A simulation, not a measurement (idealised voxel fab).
Title: Process Module voxel ribs on slabs
We display cut, a cross-section 265 nm in width whose square cells are each 5 nm.
Throughout this document, each cross-section is represented as a grid of square cells and is presented as a sequence of bands enumerated from the top downward, where a band comprises one or more rows of cells.
A band entry consists of two parts. The first gives the height of the band's top and the height of its bottom, in nm. The rest lists the band's materials from left to right, each with its width in nm. A single material labelled with the word "full width" fills the band from edge to edge, and the word "blank" marks empty space.
Heights are expressed relative to 0, this being the level below which the as-received wafer comprises one material exclusively. The lowest band is unbounded in the downward direction and is denoted as in "from 0 down".
With a width like "30..40", each row of cells in the band differs from the next by the same amount, the top row carrying the first number and the bottom row the second.
It should be understood that the words "nothing was modified", when stated for a given step, signify that the cross-section underwent no change in any of its cells during that step.
Enclosed voids (no open way to top), threshold 8 cells or more, entry "Closed internal cavities", notation width x height at distance, distance from left edge, nm.
Whatever follows a step's settings on its line is a remark the simulator itself makes about that step.
A step line may carry the setting "overlay nm", which, for steps involving a mask, states the distance by which the mask lay to the right of its intended position; negative values denote displacement to the left.
The process steps that were planned are listed below:
1 RECEIVE | material Si
2 DIRECTIONAL_DEP | material SiO2 | thk nm 30
3 DIRECTIONAL_DEP | material SiN | thk nm 25
4 PATTERN | tone cover | mask id RIB | material resist | width nm 20 | thk nm 15 | overlay nm 0
5 DIRECTIONAL_ETCH | etch materials SiN | depth nm 15
6 STRIP | etch materials resist
7 PATTERN | tone cover | mask id SLAB | material resist | width nm 70 | thk nm 20 | overlay nm 0
8 DIRECTIONAL_ETCH | etch materials SiN | depth nm 10
9 STRIP | etch materials resist
10 FILL_DEP | material SiO2 | thk nm 15
11 CMP | height nm 65
12 DIRECTIONAL_DEP | material W | thk nm 5
13 PATTERN | tone cover | mask id HEATER | material resist | width nm 30 | thk nm 15 | overlay nm 0
14 DIRECTIONAL_ETCH | etch materials W | depth nm 5
15 STRIP | etch materials resist
16 CONFORMAL_DEP | material SiO2 | thk nm 10
First out of two wafers; run went to plan:
This is the cross-section of the wafer as we received it, i.e. after step 1:
* from 0 down = Si full width
* Closed internal cavities: none
Cross-section of the wafer subsequent to step 2:
* from 30 to 0 = SiO2 full width
* At heights below 0, the structure remains unaltered.
Cross-section of the wafer subsequent to step 3:
* from 55 to 30 = SiN full width
* At heights below 30, the structure remains unaltered.
Cross-section of the wafer subsequent to step 4:
* from 70 to 55 = blank=120, resist=20, blank=125
* At heights below 55, the structure remains unaltered.
Cross-section of the wafer subsequent to step 5:
* from 70 to 55 = blank=120, resist=20, blank=125
* from 55 to 40 = blank=120, SiN=20, blank=125
* At heights below 40, the structure remains unaltered.
Cross-section of the wafer subsequent to step 6:
* from 55 to 40 = blank=120, SiN=20, blank=125
* At heights below 40, the structure remains unaltered.
Cross-section of the wafer subsequent to step 7:
* from 75 to 55 = blank=95, resist=70, blank=100
* from 55 to 40 = blank=95, resist=25, SiN=20, resist=25, blank=100
* At heights below 40, the structure remains unaltered.
Cross-section of the wafer subsequent to step 8:
* from 75 to 55 = blank=95, resist=70, blank=100
* from 55 to 40 = blank=95, resist=25, SiN=20, resist=25, blank=100
* from 40 to 30 = blank=95, SiN=70, blank=100
* At heights below 30, the structure remains unaltered.
Cross-section of the wafer subsequent to step 9:
* from 55 to 40 = blank=120, SiN=20, blank=125
* At heights below 40, the structure remains unaltered.
Cross-section of the wafer subsequent to step 10:
* from 70 to 55 = SiO2 full width
* from 55 to 40 = SiO2=120, SiN=20, SiO2=125
* from 40 to 30 = SiO2=95, SiN=70, SiO2=100
* At heights below 30, the structure remains unaltered.
Cross-section of the wafer subsequent to step 11:
* from 65 to 55 = SiO2 full width
* At heights below 55, the structure remains unaltered.
Cross-section of the wafer subsequent to step 12:
* from 70 to 65 = W full width
* At heights below 65, the structure remains unaltered.
Cross-section of the wafer subsequent to step 13:
* from 85 to 70 = blank=115, resist=30, blank=120
* At heights below 70, the structure remains unaltered.
Cross-section of the wafer subsequent to step 14:
* from 85 to 70 = blank=115, resist=30, blank=120
* from 70 to 65 = blank=115, W=30, blank=120
* At heights below 65, the structure remains unaltered.
Cross-section of the wafer subsequent to step 15:
* from 70 to 65 = blank=115, W=30, blank=120
* At heights below 65, the structure remains unaltered.
Cross-section of the wafer subsequent to step 16:
* from 80 to 75 = blank=105, SiO2=50, blank=110
* from 75 to 70 = SiO2 full width
* from 70 to 65 = SiO2=115, W=30, SiO2=120
* At heights below 65, the structure remains unaltered.
The second wafer began exactly as the first did and followed the same plan, but one mistake was made while running it; through step 12 inclusive, the two wafers are identical:
At the planned end of step 13, the second wafer in cross-section:
* from 85 to 70 = blank=115, resist=35, blank=115
* At heights below 70, the structure remains unaltered.
At the planned end of step 14, the second wafer in cross-section:
* from 85 to 70 = blank=115, resist=35, blank=115
* from 70 to 65 = blank=115, W=35, blank=115
* At heights below 65, the structure remains unaltered.
At the planned end of step 15, the second wafer in cross-section:
* from 70 to 65 = blank=115, W=35, blank=115
* At heights below 65, the structure remains unaltered.
At the planned end of step 16, the second wafer in cross-section:
* from 80 to 75 = blank=105, SiO2=55, blank=105
* from 75 to 70 = SiO2 full width
* from 70 to 65 = SiO2=115, W=35, SiO2=115
* At heights below 65, the structure remains unaltered.
Deviation noted in wafer processing: off-plan run, step 13, actual operation and settings PATTERN | tone cover | mask id HEATER | material resist | width nm 35 | thk nm 15 | overlay nm 0
At the finish, the second wafer shows more or fewer cells for some materials than the first does: +1 W
